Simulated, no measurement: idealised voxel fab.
Process module heading - voxel fin reveal
Each square cell in cross-section cut measures 5 nm, and the section as a whole is 275 nm wide.
Just so we're on the same page, the cross-sections are grids of square cells, and they're listed out in bands top to bottom, each band one or more rows deep.
Quick guide to a band line: top height, bottom height (nm) up front; then every material left to right with its width in nm. Only one material and it's marked "edge to edge"? Then it fills the band edge to edge. And "empty" just means empty space.
Measure heights from 0. That's the level where, below it, the as-received wafer is all one material. The lowest band is bottomless and extends downward; write it as in "top 0, no bottom".
Graded width ("30 to 40"): value in top row of band = first number; value in bottom row = second number; row-to-row change constant.
"everything unchanged" -> step changed no cross-section cell.
In "Closed voids list" the enclosed voids are listed, meaning empty spaces of 8 cells or larger without any opening to the top. The form is width x height at distance, distance from the left edge, units nm.
Read whatever lies past the settings on a step's line as the simulator's own remark about the step.
Regarding "overlay nm": on a step with a mask, it is the distance the mask lay to the right of its planned place; a negative value places it to the left.
## List of planned process steps
1,RECEIVE,material Si
2,CONFORMAL_DEP,material SiN,thk nm 10
3,PATTERN,tone cover,mask id FINS,material resist,width nm 15,pitch nm 35,thk nm 20,overlay nm 0
4,DIRECTIONAL_ETCH,etch materials SiN,depth nm 10
5,DIRECTIONAL_ETCH,etch materials Si,depth nm 40
6,STRIP,etch materials resist
7,OXIDIZE,depth nm 5
8,FILL_DEP,material SiO2,thk nm 15
9,CMP,height nm 10
10,SELECTIVE_ETCH,etch materials SiO2,depth nm 25
11,STRIP,etch materials SiN
12,CONFORMAL_DEP,material HfO2,thk nm 5
## On the first of the two wafers: run conducted according to plan
## Delivered wafer in cross-section: state after step 1
* top 0, no bottom | Si edge to edge
* Closed voids list: none
## After step 2, in cross-section
* top 10, bottom 0 | SiN edge to edge
* All layers under 0 are left as they were.
## After step 3, in cross-section
* top 30, bottom 10 | 110 empty, then 15 resist, then 20 empty, then 15 resist, then 115 empty
* All layers under 10 are left as they were.
## After step 4, in cross-section
* top 30, bottom 10 | 110 empty, then 15 resist, then 20 empty, then 15 resist, then 115 empty
* top 10, bottom 0 | 110 empty, then 15 SiN, then 20 empty, then 15 SiN, then 115 empty
* All layers under 0 are left as they were.
## After step 5, in cross-section
* top 30, bottom 10 | 110 empty, then 15 resist, then 20 empty, then 15 resist, then 115 empty
* top 10, bottom 0 | 110 empty, then 15 SiN, then 20 empty, then 15 SiN, then 115 empty
* top 0, bottom -40 | 110 empty, then 15 Si, then 20 empty, then 15 Si, then 115 empty
* All layers under -40 are left as they were.
## After step 6, in cross-section
* top 10, bottom 0 | 110 empty, then 15 SiN, then 20 empty, then 15 SiN, then 115 empty
* All layers under 0 are left as they were.
## After step 7, in cross-section
* top 10, bottom 0 | 110 empty, then 15 SiN, then 20 empty, then 15 SiN, then 115 empty
* top 0, bottom -40 | 110 empty, then 5 SiO2, then 5 Si, then 5 SiO2, then 20 empty, then 5 SiO2, then 5 Si, then 5 SiO2, then 115 empty
* top -40, bottom -45 | 115 SiO2, then 5 Si, then 30 SiO2, then 5 Si, then 120 SiO2
* All layers under -45 are left as they were.
## After step 8, in cross-section
* top 25, bottom 10 | SiO2 edge to edge
* top 10, bottom 0 | 110 SiO2, then 15 SiN, then 20 SiO2, then 15 SiN, then 115 SiO2
* top 0, bottom -45 | 115 SiO2, then 5 Si, then 30 SiO2, then 5 Si, then 120 SiO2
* All layers under -45 are left as they were.
## After step 9, in cross-section
* top 10, bottom 0 | 110 SiO2, then 15 SiN, then 20 SiO2, then 15 SiN, then 115 SiO2
* All layers under 0 are left as they were.
## After step 10, in cross-section
* top 10, bottom 0 | 110 empty, then 15 SiN, then 20 empty, then 15 SiN, then 115 empty
* top 0, bottom -15 | 115 empty, then 5 Si, then 30 empty, then 5 Si, then 120 empty
* All layers under -15 are left as they were.
## After step 11, in cross-section
* top 0, bottom -15 | 115 empty, then 5 Si, then 30 empty, then 5 Si, then 120 empty
* All layers under -15 are left as they were.
## After step 12, in cross-section
* top 5, bottom 0 | 110 empty, then 15 HfO2, then 20 empty, then 15 HfO2, then 115 empty
* top 0, bottom -10 | 110 empty, then 5 HfO2, then 5 Si, then 5 HfO2, then 20 empty, then 5 HfO2, then 5 Si, then 5 HfO2, then 115 empty
* top -10, bottom -15 | 115 HfO2, then 5 Si, then 30 HfO2, then 5 Si, then 120 HfO2
* All layers under -15 are left as they were.
## The second wafer began exactly as the first did and followed the same plan, but one mistake was made while running it; through step 11 inclusive, the two wafers are identical
Cross-section, second wafer, at the end time the plan gives for step 12: everything unchanged
So what did we get wrong on this run? plan step 12: skipped, not run
Heads up, by the end the second wafer has more or fewer cells of some materials compared to the first: HfO2 -67
